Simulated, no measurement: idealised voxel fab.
Process module name: voxel transistor to metal
Section shown: cut. Width: 155 nm. Cell size: 5 nm, square.
We lay out every cross-section as a grid of square cells and spell it out in bands from the top down, where one band means one or more rows of cells.
In this notation a band is specified by the heights of its top and bottom, in that order and in nm, after which its materials appear from left to right, each paired with its width in nm. The word "edge to edge" attached to a single material means that material fills the band from edge to edge; the word "blank" stands for empty space.
Heights are measured from 0, the level below which the as-received wafer is all one material; the lowest band has no bottom and continues downward, written as in "0 -> down".
A width such as "30->40" changes by the same amount from each row of cells to the next, from the band's top row to its bottom row.
The cross-section has no changed cell in any step marked "no alterations made".
Closed-off voids of 8+ cells (no open route to the top) go in "Sealed internal voids", written width x height at distance from the left edge, in nm.
Whatever follows a step's settings on its line is a remark the simulator itself makes about that step.
If you see "overlay nm" on a step's line and that step has a mask, it's telling you how far right of where it was planned the mask ended up; a negative number means it went left instead.
[This section lists the process steps that were planned]
step 1: RECEIVE,material Si
step 2: OXIDIZE,depth nm 5
step 3: CONFORMAL_DEP,material SiN,thk nm 10
step 4: MASKED_ETCH,tone cover,mask id ACTIVE,width nm 120,etch materials SiN,depth nm 10,overlay nm 0
step 5: MASKED_ETCH,tone cover,mask id ACTIVE,width nm 120,etch materials SiO2,depth nm 5,overlay nm 0
step 6: MASKED_ETCH,tone cover,mask id ACTIVE,width nm 120,etch materials Si,depth nm 20,overlay nm 0
step 7: FILL_DEP,material SiO2,thk nm 15
step 8: CMP,height nm 10
step 9: SELECTIVE_ETCH,etch materials SiO2,depth nm 10
step 10: STRIP,etch materials SiN
step 11: SELECTIVE_ETCH,etch materials SiO2,depth nm 5
step 12: OXIDIZE,depth nm 5
step 13: DIRECTIONAL_DEP,material polySi,thk nm 20
step 14: DIRECTIONAL_DEP,material SiCN,thk nm 10
step 15: MASKED_ETCH,tone cover,mask id GATE,width nm 30,etch materials SiCN,depth nm 20,overlay nm 0
step 16: MASKED_ETCH,tone cover,mask id GATE,width nm 30,etch materials polySi,depth nm 30,overlay nm 0
step 17: CONFORMAL_DEP,material SiN,thk nm 10
step 18: DIRECTIONAL_ETCH,etch materials SiN,depth nm 10
step 19: DIRECTIONAL_ETCH,etch materials SiO2,depth nm 5
step 20: EPI,material pSi,thk nm 5
step 21: FILL_DEP,material SiO2,thk nm 5
step 22: CMP,height nm 15
step 23: STRIP,etch materials polySi
step 24: SELECTIVE_ETCH,etch materials SiO2,depth nm 5
step 25: CONFORMAL_DEP,material HfO2,thk nm 5
step 26: CONFORMAL_DEP,material TiN,thk nm 5
step 27: FILL_DEP,material W,thk nm 10
step 28: CMP,height nm 10
step 29: DIRECTIONAL_DEP,material SiO2,thk nm 15
step 30: PATTERN,tone open,mask id CONTACT,material resist,width nm 20,pitch nm 80,thk nm 15,overlay nm 0
step 31: DIRECTIONAL_ETCH,etch materials SiO2,depth nm 30
step 32: STRIP,etch materials resist
step 33: CONFORMAL_DEP,material TiN,thk nm 5
step 34: FILL_DEP,material W,thk nm 5
step 35: CMP,height nm 25
step 36: DIRECTIONAL_DEP,material TiN,thk nm 5
step 37: DIRECTIONAL_DEP,material Ru,thk nm 20
step 38: PATTERN,tone cover,mask id METAL_1,material resist,width nm 20,pitch nm 80,thk nm 15,overlay nm 0
step 39: DIRECTIONAL_ETCH,etch materials Ru,depth nm 20
step 40: DIRECTIONAL_ETCH,etch materials TiN,depth nm 5
step 41: STRIP,etch materials resist
step 42: FILL_DEP,material lowk,thk nm 5
step 43: CMP,height nm 50
step 44: CONFORMAL_DEP,material SiCN,thk nm 5
[First out of two wafers; run went to plan]
[As received (post step 1): cross-section]
    0 -> down | Si edge to edge
    Sealed internal voids: none
[You're looking at a cross-section of the wafer after step 2]
    0 -> -5 | SiO2 edge to edge
    At heights below -5, the structure remains unaltered.
[You're looking at a cross-section of the wafer after step 3]
    10 -> 0 | SiN edge to edge
    At heights below 0, the structure remains unaltered.
[You're looking at a cross-section of the wafer after step 4]
    10 -> 0 | 15 blank, then 120 SiN, then 20 blank
    At heights below 0, the structure remains unaltered.
[You're looking at a cross-section of the wafer after step 5]
    10 -> 0 | 15 blank, then 120 SiN, then 20 blank
    0 -> -5 | 15 blank, then 120 SiO2, then 20 blank
    At heights below -5, the structure remains unaltered.
[You're looking at a cross-section of the wafer after step 6]
    10 -> 0 | 15 blank, then 120 SiN, then 20 blank
    0 -> -5 | 15 blank, then 120 SiO2, then 20 blank
    -5 -> -25 | 15 blank, then 120 Si, then 20 blank
    At heights below -25, the structure remains unaltered.
[You're looking at a cross-section of the wafer after step 7]
    25 -> 10 | SiO2 edge to edge
    10 -> 0 | 15 SiO2, then 120 SiN, then 20 SiO2
    0 -> -5 | SiO2 edge to edge
    -5 -> -25 | 15 SiO2, then 120 Si, then 20 SiO2
    At heights below -25, the structure remains unaltered.
[You're looking at a cross-section of the wafer after step 8]
    10 -> 0 | 15 SiO2, then 120 SiN, then 20 SiO2
    At heights below 0, the structure remains unaltered.
[You're looking at a cross-section of the wafer after step 9]
    10 -> 0 | 15 blank, then 120 SiN, then 20 blank
    At heights below 0, the structure remains unaltered.
[You're looking at a cross-section of the wafer after step 10]
    0 -> -5 | SiO2 edge to edge
    At heights below -5, the structure remains unaltered.
[You're looking at a cross-section of the wafer after step 11]
    -5 -> -25 | 15 SiO2, then 120 Si, then 20 SiO2
    At heights below -25, the structure remains unaltered.
[You're looking at a cross-section of the wafer after step 12]
    -5 -> -10 | SiO2 edge to edge
    At heights below -10, the structure remains unaltered.
[You're looking at a cross-section of the wafer after step 13]
    15 -> -5 | polySi edge to edge
    At heights below -5, the structure remains unaltered.
[You're looking at a cross-section of the wafer after step 14]
    25 -> 15 | SiCN edge to edge
    At heights below 15, the structure remains unaltered.
[You're looking at a cross-section of the wafer after step 15]
    25 -> 15 | 60 blank, then 30 SiCN, then 65 blank
    At heights below 15, the structure remains unaltered.
[You're looking at a cross-section of the wafer after step 16]
    25 -> 15 | 60 blank, then 30 SiCN, then 65 blank
    15 -> -5 | 60 blank, then 30 polySi, then 65 blank
    At heights below -5, the structure remains unaltered.
[You're looking at a cross-section of the wafer after step 17]
    35 -> 25 | 50 blank, then 50 SiN, then 55 blank
    25 -> 15 | 50 blank, then 10 SiN, then 30 SiCN, then 10 SiN, then 55 blank
    15 -> 5 | 50 blank, then 10 SiN, then 30 polySi, then 10 SiN, then 55 blank
    5 -> -5 | 60 SiN, then 30 polySi, then 65 SiN
    At heights below -5, the structure remains unaltered.
[You're looking at a cross-section of the wafer after step 18]
    25 -> 15 | 50 blank, then 10 SiN, then 30 SiCN, then 10 SiN, then 55 blank
    15 -> -5 | 50 blank, then 10 SiN, then 30 polySi, then 10 SiN, then 55 blank
    At heights below -5, the structure remains unaltered.
[You're looking at a cross-section of the wafer after step 19]
    25 -> 15 | 50 blank, then 10 SiN, then 30 SiCN, then 10 SiN, then 55 blank
    15 -> -5 | 50 blank, then 10 SiN, then 30 polySi, then 10 SiN, then 55 blank
    -5 -> -10 | 50 blank, then 50 SiO2, then 55 blank
    At heights below -10, the structure remains unaltered.
[You're looking at a cross-section of the wafer after step 20]
    25 -> 15 | 50 blank, then 10 SiN, then 30 SiCN, then 10 SiN, then 55 blank
    15 -> -5 | 50 blank, then 10 SiN, then 30 polySi, then 10 SiN, then 55 blank
    -5 -> -10 | 10 blank, then 40 pSi, then 50 SiO2, then 40 pSi, then 15 blank
    At heights below -10, the structure remains unaltered.
[You're looking at a cross-section of the wafer after step 21]
    30 -> 25 | SiO2 edge to edge
    25 -> 15 | 50 SiO2, then 10 SiN, then 30 SiCN, then 10 SiN, then 55 SiO2
    15 -> -5 | 50 SiO2, then 10 SiN, then 30 polySi, then 10 SiN, then 55 SiO2
    -5 -> -10 | 10 SiO2, then 40 pSi, then 50 SiO2, then 40 pSi, then 15 SiO2
    At heights below -10, the structure remains unaltered.
[You're looking at a cross-section of the wafer after step 22]
    15 -> -5 | 50 SiO2, then 10 SiN, then 30 polySi, then 10 SiN, then 55 SiO2
    At heights below -5, the structure remains unaltered.
[You're looking at a cross-section of the wafer after step 23]
    15 -> -5 | 50 SiO2, then 10 SiN, then 30 blank, then 10 SiN, then 55 SiO2
    At heights below -5, the structure remains unaltered.
[You're looking at a cross-section of the wafer after step 24]
    15 -> 10 | 50 blank, then 10 SiN, then 30 blank, then 10 SiN, then 55 blank
    10 -> -5 | 50 SiO2, then 10 SiN, then 30 blank, then 10 SiN, then 55 SiO2
    -5 -> -10 | 10 SiO2, then 40 pSi, then 5 SiO2, then 40 blank, then 5 SiO2, then 40 pSi, then 15 SiO2
    At heights below -10, the structure remains unaltered.
[You're looking at a cross-section of the wafer after step 25]
    20 -> 15 | 45 blank, then 20 HfO2, then 20 blank, then 20 HfO2, then 50 blank
    15 -> 10 | 50 HfO2, then 10 SiN, then 5 HfO2, then 20 blank, then 5 HfO2, then 10 SiN, then 55 HfO2
    10 -> -5 | 50 SiO2, then 10 SiN, then 5 HfO2, then 20 blank, then 5 HfO2, then 10 SiN, then 55 SiO2
    -5 -> -10 | 10 SiO2, then 40 pSi, then 5 SiO2, then 40 HfO2, then 5 SiO2, then 40 pSi, then 15 SiO2
    At heights below -10, the structure remains unaltered.
[You're looking at a cross-section of the wafer after step 26]
    25 -> 20 | 40 blank, then 30 TiN, then 10 blank, then 30 TiN, then 45 blank
    20 -> 15 | 45 TiN, then 20 HfO2, then 5 TiN, then 10 blank, then 5 TiN, then 20 HfO2, then 50 TiN
    15 -> 10 | 50 HfO2, then 10 SiN, then 5 HfO2, then 5 TiN, then 10 blank, then 5 TiN, then 5 HfO2, then 10 SiN, then 55 HfO2
    10 -> 0 | 50 SiO2, then 10 SiN, then 5 HfO2, then 5 TiN, then 10 blank, then 5 TiN, then 5 HfO2, then 10 SiN, then 55 SiO2
    0 -> -5 | 50 SiO2, then 10 SiN, then 5 HfO2, then 20 TiN, then 5 HfO2, then 10 SiN, then 55 SiO2
    At heights below -5, the structure remains unaltered.
[You're looking at a cross-section of the wafer after step 27]
    35 -> 25 | W edge to edge
    25 -> 20 | 40 W, then 30 TiN, then 10 W, then 30 TiN, then 45 W
    20 -> 15 | 45 TiN, then 20 HfO2, then 5 TiN, then 10 W, then 5 TiN, then 20 HfO2, then 50 TiN
    15 -> 10 | 50 HfO2, then 10 SiN, then 5 HfO2, then 5 TiN, then 10 W, then 5 TiN, then 5 HfO2, then 10 SiN, then 55 HfO2
    10 -> 0 | 50 SiO2, then 10 SiN, then 5 HfO2, then 5 TiN, then 10 W, then 5 TiN, then 5 HfO2, then 10 SiN, then 55 SiO2
    At heights below 0, the structure remains unaltered.
[You're looking at a cross-section of the wafer after step 28]
    10 -> 0 | 50 SiO2, then 10 SiN, then 5 HfO2, then 5 TiN, then 10 W, then 5 TiN, then 5 HfO2, then 10 SiN, then 55 SiO2
    At heights below 0, the structure remains unaltered.
[You're looking at a cross-section of the wafer after step 29]
    25 -> 10 | SiO2 edge to edge
    At heights below 10, the structure remains unaltered.
[You're looking at a cross-section of the wafer after step 30]
    40 -> 25 | 25 resist, then 20 blank, then 60 resist, then 20 blank, then 30 resist
    At heights below 25, the structure remains unaltered.
[You're looking at a cross-section of the wafer after step 31]
    40 -> 25 | 25 resist, then 20 blank, then 60 resist, then 20 blank, then 30 resist
    25 -> 10 | 25 SiO2, then 20 blank, then 60 SiO2, then 20 blank, then 30 SiO2
    10 -> 0 | 25 SiO2, then 20 blank, then 5 SiO2, then 10 SiN, then 5 HfO2, then 5 TiN, then 10 W, then 5 TiN, then 5 HfO2, then 10 SiN, then 5 SiO2, then 20 blank, then 30 SiO2
    0 -> -5 | 25 SiO2, then 20 blank, then 5 SiO2, then 10 SiN, then 5 HfO2, then 20 TiN, then 5 HfO2, then 10 SiN, then 5 SiO2, then 20 blank, then 30 SiO2
    At heights below -5, the structure remains unaltered.
[You're looking at a cross-section of the wafer after step 32]
    25 -> 10 | 25 SiO2, then 20 blank, then 60 SiO2, then 20 blank, then 30 SiO2
    At heights below 10, the structure remains unaltered.
[You're looking at a cross-section of the wafer after step 33]
    30 -> 25 | 30 TiN, then 10 blank, then 70 TiN, then 10 blank, then 35 TiN
    25 -> 10 | 25 SiO2, then 5 TiN, then 10 blank, then 5 TiN, then 60 SiO2, then 5 TiN, then 10 blank, then 5 TiN, then 30 SiO2
    10 -> 0 | 25 SiO2, then 5 TiN, then 10 blank, then 5 TiN, then 5 SiO2, then 10 SiN, then 5 HfO2, then 5 TiN, then 10 W, then 5 TiN, then 5 HfO2, then 10 SiN, then 5 SiO2, then 5 TiN, then 10 blank, then 5 TiN, then 30 SiO2
    0 -> -5 | 25 SiO2, then 20 TiN, then 5 SiO2, then 10 SiN, then 5 HfO2, then 20 TiN, then 5 HfO2, then 10 SiN, then 5 SiO2, then 20 TiN, then 30 SiO2
    At heights below -5, the structure remains unaltered.
[You're looking at a cross-section of the wafer after step 34]
    35 -> 30 | W edge to edge
    30 -> 25 | 30 TiN, then 10 W, then 70 TiN, then 10 W, then 35 TiN
    25 -> 10 | 25 SiO2, then 5 TiN, then 10 W, then 5 TiN, then 60 SiO2, then 5 TiN, then 10 W, then 5 TiN, then 30 SiO2
    10 -> 0 | 25 SiO2, then 5 TiN, then 10 W, then 5 TiN, then 5 SiO2, then 10 SiN, then 5 HfO2, then 5 TiN, then 10 W, then 5 TiN, then 5 HfO2, then 10 SiN, then 5 SiO2, then 5 TiN, then 10 W, then 5 TiN, then 30 SiO2
    At heights below 0, the structure remains unaltered.
[You're looking at a cross-section of the wafer after step 35]
    25 -> 10 | 25 SiO2, then 5 TiN, then 10 W, then 5 TiN, then 60 SiO2, then 5 TiN, then 10 W, then 5 TiN, then 30 SiO2
    At heights below 10, the structure remains unaltered.
[You're looking at a cross-section of the wafer after step 36]
    30 -> 25 | TiN edge to edge
    At heights below 25, the structure remains unaltered.
[You're looking at a cross-section of the wafer after step 37]
    50 -> 30 | Ru edge to edge
    At heights below 30, the structure remains unaltered.
[You're looking at a cross-section of the wafer after step 38]
    65 -> 50 | 25 blank, then 20 resist, then 60 blank, then 20 resist, then 30 blank
    At heights below 50, the structure remains unaltered.
[You're looking at a cross-section of the wafer after step 39]
    65 -> 50 | 25 blank, then 20 resist, then 60 blank, then 20 resist, then 30 blank
    50 -> 30 | 25 blank, then 20 Ru, then 60 blank, then 20 Ru, then 30 blank
    At heights below 30, the structure remains unaltered.
[You're looking at a cross-section of the wafer after step 40]
    65 -> 50 | 25 blank, then 20 resist, then 60 blank, then 20 resist, then 30 blank
    50 -> 30 | 25 blank, then 20 Ru, then 60 blank, then 20 Ru, then 30 blank
    30 -> 25 | 25 blank, then 20 TiN, then 60 blank, then 20 TiN, then 30 blank
    At heights below 25, the structure remains unaltered.
[You're looking at a cross-section of the wafer after step 41]
    50 -> 30 | 25 blank, then 20 Ru, then 60 blank, then 20 Ru, then 30 blank
    At heights below 30, the structure remains unaltered.
[You're looking at a cross-section of the wafer after step 42]
    55 -> 50 | lowk edge to edge
    50 -> 30 | 25 lowk, then 20 Ru, then 60 lowk, then 20 Ru, then 30 lowk
    30 -> 25 | 25 lowk, then 20 TiN, then 60 lowk, then 20 TiN, then 30 lowk
    At heights below 25, the structure remains unaltered.
[You're looking at a cross-section of the wafer after step 43]
    50 -> 30 | 25 lowk, then 20 Ru, then 60 lowk, then 20 Ru, then 30 lowk
    At heights below 30, the structure remains unaltered.
[You're looking at a cross-section of the wafer after step 44]
    55 -> 50 | SiCN edge to edge
    At heights below 50, the structure remains unaltered.
[Regarding the second of the two wafers: it shared the first wafer's starting condition and process plan, yet one error occurred during its execution. Its history coincides with that of the first wafer up to and including step 29]
[Cross-section of the second wafer at the time step 30 of the plan should have ended]
    40 -> 25 | 25 blank, then 20 resist, then 60 blank, then 20 resist, then 30 blank
    At heights below 25, the structure remains unaltered.
[Cross-section of the second wafer at the time step 31 of the plan should have ended]
    40 -> 25 | 25 blank, then 20 resist, then 60 blank, then 20 resist, then 30 blank
    25 -> 10 | 25 blank, then 20 SiO2, then 60 blank, then 20 SiO2, then 30 blank
    10 -> 0 | 25 blank, then 20 SiO2, then 5 blank, then 10 SiN, then 5 HfO2, then 5 TiN, then 10 W, then 5 TiN, then 5 HfO2, then 10 SiN, then 5 blank, then 20 SiO2, then 30 blank
    0 -> -5 | 25 blank, then 20 SiO2, then 5 blank, then 10 SiN, then 5 HfO2, then 20 TiN, then 5 HfO2, then 10 SiN, then 5 blank, then 20 SiO2, then 30 blank
    At heights below -5, the structure remains unaltered.
[Cross-section of the second wafer at the time step 32 of the plan should have ended]
    25 -> 10 | 25 blank, then 20 SiO2, then 60 blank, then 20 SiO2, then 30 blank
    At heights below 10, the structure remains unaltered.
[Cross-section of the second wafer at the time step 33 of the plan should have ended]
    30 -> 25 | 20 blank, then 30 TiN, then 50 blank, then 30 TiN, then 25 blank
    25 -> 15 | 20 blank, then 5 TiN, then 20 SiO2, then 5 TiN, then 50 blank, then 5 TiN, then 20 SiO2, then 5 TiN, then 25 blank
    15 -> 10 | 20 blank, then 5 TiN, then 20 SiO2, then 60 TiN, then 20 SiO2, then 5 TiN, then 25 blank
    10 -> 0 | 20 blank, then 5 TiN, then 20 SiO2, then 5 TiN, then 10 SiN, then 5 HfO2, then 5 TiN, then 10 W, then 5 TiN, then 5 HfO2, then 10 SiN, then 5 TiN, then 20 SiO2, then 5 TiN, then 25 blank
    0 -> -5 | 25 TiN, then 20 SiO2, then 5 TiN, then 10 SiN, then 5 HfO2, then 20 TiN, then 5 HfO2, then 10 SiN, then 5 TiN, then 20 SiO2, then 30 TiN
    At heights below -5, the structure remains unaltered.
[Cross-section of the second wafer at the time step 34 of the plan should have ended]
    35 -> 30 | W edge to edge
    30 -> 25 | 20 W, then 30 TiN, then 50 W, then 30 TiN, then 25 W
    25 -> 15 | 20 W, then 5 TiN, then 20 SiO2, then 5 TiN, then 50 W, then 5 TiN, then 20 SiO2, then 5 TiN, then 25 W
    15 -> 10 | 20 W, then 5 TiN, then 20 SiO2, then 60 TiN, then 20 SiO2, then 5 TiN, then 25 W
    10 -> 0 | 20 W, then 5 TiN, then 20 SiO2, then 5 TiN, then 10 SiN, then 5 HfO2, then 5 TiN, then 10 W, then 5 TiN, then 5 HfO2, then 10 SiN, then 5 TiN, then 20 SiO2, then 5 TiN, then 25 W
    At heights below 0, the structure remains unaltered.
[Cross-section of the second wafer at the time step 35 of the plan should have ended]
    25 -> 15 | 20 W, then 5 TiN, then 20 SiO2, then 5 TiN, then 50 W, then 5 TiN, then 20 SiO2, then 5 TiN, then 25 W
    At heights below 15, the structure remains unaltered.
[Cross-section of the second wafer at the time step 36 of the plan should have ended]
    30 -> 25 | TiN edge to edge
    At heights below 25, the structure remains unaltered.
[Cross-section of the second wafer at the time step 37 of the plan should have ended]
    50 -> 30 | Ru edge to edge
    At heights below 30, the structure remains unaltered.
[Cross-section of the second wafer at the time step 38 of the plan should have ended]
    65 -> 50 | 25 blank, then 20 resist, then 60 blank, then 20 resist, then 30 blank
    At heights below 50, the structure remains unaltered.
[Cross-section of the second wafer at the time step 39 of the plan should have ended]
    65 -> 50 | 25 blank, then 20 resist, then 60 blank, then 20 resist, then 30 blank
    50 -> 30 | 25 blank, then 20 Ru, then 60 blank, then 20 Ru, then 30 blank
    At heights below 30, the structure remains unaltered.
[Cross-section of the second wafer at the time step 40 of the plan should have ended]
    65 -> 50 | 25 blank, then 20 resist, then 60 blank, then 20 resist, then 30 blank
    50 -> 30 | 25 blank, then 20 Ru, then 60 blank, then 20 Ru, then 30 blank
    30 -> 25 | 25 blank, then 20 TiN, then 60 blank, then 20 TiN, then 30 blank
    At heights below 25, the structure remains unaltered.
[Cross-section of the second wafer at the time step 41 of the plan should have ended]
    50 -> 30 | 25 blank, then 20 Ru, then 60 blank, then 20 Ru, then 30 blank
    At heights below 30, the structure remains unaltered.
[Cross-section of the second wafer at the time step 42 of the plan should have ended]
    55 -> 50 | lowk edge to edge
    50 -> 30 | 25 lowk, then 20 Ru, then 60 lowk, then 20 Ru, then 30 lowk
    30 -> 25 | 25 lowk, then 20 TiN, then 60 lowk, then 20 TiN, then 30 lowk
    At heights below 25, the structure remains unaltered.
[Cross-section of the second wafer at the time step 43 of the plan should have ended]
    50 -> 30 | 25 lowk, then 20 Ru, then 60 lowk, then 20 Ru, then 30 lowk
    At heights below 30, the structure remains unaltered.
[Cross-section of the second wafer at the time step 44 of the plan should have ended]
    55 -> 50 | SiCN edge to edge
    At heights below 50, the structure remains unaltered.
What broke from the plan during processing? step 30 did not happen as planned, as run it was PATTERN,tone cover,mask id CONTACT,material resist,width nm 20,pitch nm 80,thk nm 15,overlay nm 0
Final difference in cells, second wafer against first, listed per material as more or fewer: SiO2: 60 fewer, TiN: 15 more, W: 45 more
